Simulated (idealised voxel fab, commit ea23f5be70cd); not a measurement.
process module | voxel capacitor over wiring
cross-section cut | 155 nm wide | cells 5 nm
A cross-section is a grid of square cells, given in bands from the top down. A band is one or more rows of cells.
Each band's line starts with the height of the band's top and of its bottom, in nm. Then come its materials from left to right, each with its width in nm. One material with "throughout" fills the band from edge to edge. "air" is empty space.
Height 0 is the level under which the wafer as received is all one material. The lowest band goes on downwards, as in "0 down".
A width such as "30 to 40" changes by the same amount from each row of cells to the next, from the band's top row to its bottom row.
"no change" after a step means that no cell of the cross-section changed.
closed voids: empty space of 8 cells or more with no open way to the top, each as width x height at its distance from the left edge, in nm
after a step's settings: what the simulator itself notes on the step
overlay nm, on a step with a mask: how far to the right of its planned place the mask lay; to the left if negative
plan
1 op RECEIVE | material Si
2 op CONFORMAL_DEP | material SiO2 | thk nm 10
3 op DIRECTIONAL_DEP | material TiN | thk nm 5
4 op DIRECTIONAL_DEP | material Ru | thk nm 20
5 op DIRECTIONAL_DEP | material aC | thk nm 10
6 op PATTERN | tone cover | mask id METAL_1 | material resist | width nm 25 | pitch nm 95 | thk nm 30 | overlay nm 0
7 op DIRECTIONAL_ETCH | etch materials aC | depth nm 10
8 op STRIP | etch materials resist
9 op DIRECTIONAL_ETCH | etch materials Ru | depth nm 20
10 op DIRECTIONAL_ETCH | etch materials TiN | depth nm 5
11 op STRIP | etch materials aC
12 op CONFORMAL_DEP | material SiN | thk nm 5
13 op FILL_DEP | material lowk | thk nm 5
14 op CMP | height nm 35
15 op CONFORMAL_DEP | material SiCN | thk nm 5
16 op DIRECTIONAL_DEP | material lowk | thk nm 15
17 op PATTERN | tone open | mask id PLUG_1 | material resist | width nm 15 | thk nm 15 | overlay nm 0
18 op DIRECTIONAL_ETCH | etch materials lowk | depth nm 15
19 op DIRECTIONAL_ETCH | etch materials SiCN | depth nm 5
20 op STRIP | etch materials resist
21 op EPI | material Ru | thk nm 10
22 op EPI | material Ru | thk nm 10
23 op DIRECTIONAL_DEP | material TiN | thk nm 5
24 op DIRECTIONAL_DEP | material Al2O3 | thk nm 5
25 op DIRECTIONAL_DEP | material TiN | thk nm 10
26 op PATTERN | tone cover | mask id UPPER_PLATE | material resist | width nm 75 | thk nm 20 | overlay nm 0
27 op DIRECTIONAL_ETCH | etch materials TiN | depth nm 10
28 op DIRECTIONAL_ETCH | etch materials Al2O3 | depth nm 5
29 op STRIP | etch materials resist
30 op PATTERN | tone cover | mask id LOWER_PLATE | material resist | width nm 85 | thk nm 20 | overlay nm 0
31 op DIRECTIONAL_ETCH | etch materials TiN | depth nm 5
32 op STRIP | etch materials resist
33 op FILL_DEP | material SiO2 | thk nm 15
34 op CMP | height nm 85
35 op DIRECTIONAL_DEP | material aC | thk nm 10
36 op PATTERN | tone open | mask id PLUG_2 | material resist | width nm 15 | thk nm 25 | overlay nm 0
37 op DIRECTIONAL_ETCH | etch materials aC | depth nm 10
38 op STRIP | etch materials resist
39 op DIRECTIONAL_ETCH | etch materials SiO2 | depth nm 10
40 op STRIP | etch materials aC
41 op CONFORMAL_DEP | material TiN | thk nm 5
42 op FILL_DEP | material Ru | thk nm 10
43 op CMP | height nm 85
44 op CONFORMAL_DEP | material SiCN | thk nm 5
as received, after step 1
  0 down: Si throughout
  closed voids: none
a wafer at the end: this start, this plan, one mistake
  90 to 85: SiCN throughout
  85 to 80: SiO2 40 | TiN 5 | Ru 5 | TiN 5 | SiO2 100
  80 to 75: SiO2 40 | TiN 15 | SiO2 100
  75 to 65: SiO2 25 | TiN 75 | SiO2 55
  65 to 60: SiO2 25 | Al2O3 75 | SiO2 55
  60 to 55: SiO2 20 | TiN 85 | SiO2 50
  55 to 40: lowk 25 | Ru 15 | lowk 115
  40 to 35: SiCN 25 | Ru 15 | SiCN 115
  35 to 15: lowk 10 | SiN 5 | Ru 25 | SiN 5 | lowk 60 | SiN 5 | Ru 25 | SiN 5 | lowk 15
  15 to 10: SiN 15 | TiN 25 | SiN 70 | TiN 25 | SiN 20
  10 to 0: SiO2 throughout
  0 down: Si throughout
  closed voids: none
what went wrong: step 36 ran as: op PATTERN | tone open | mask id PLUG_2 | material resist | width nm 15 | thk nm 25 | overlay nm 5
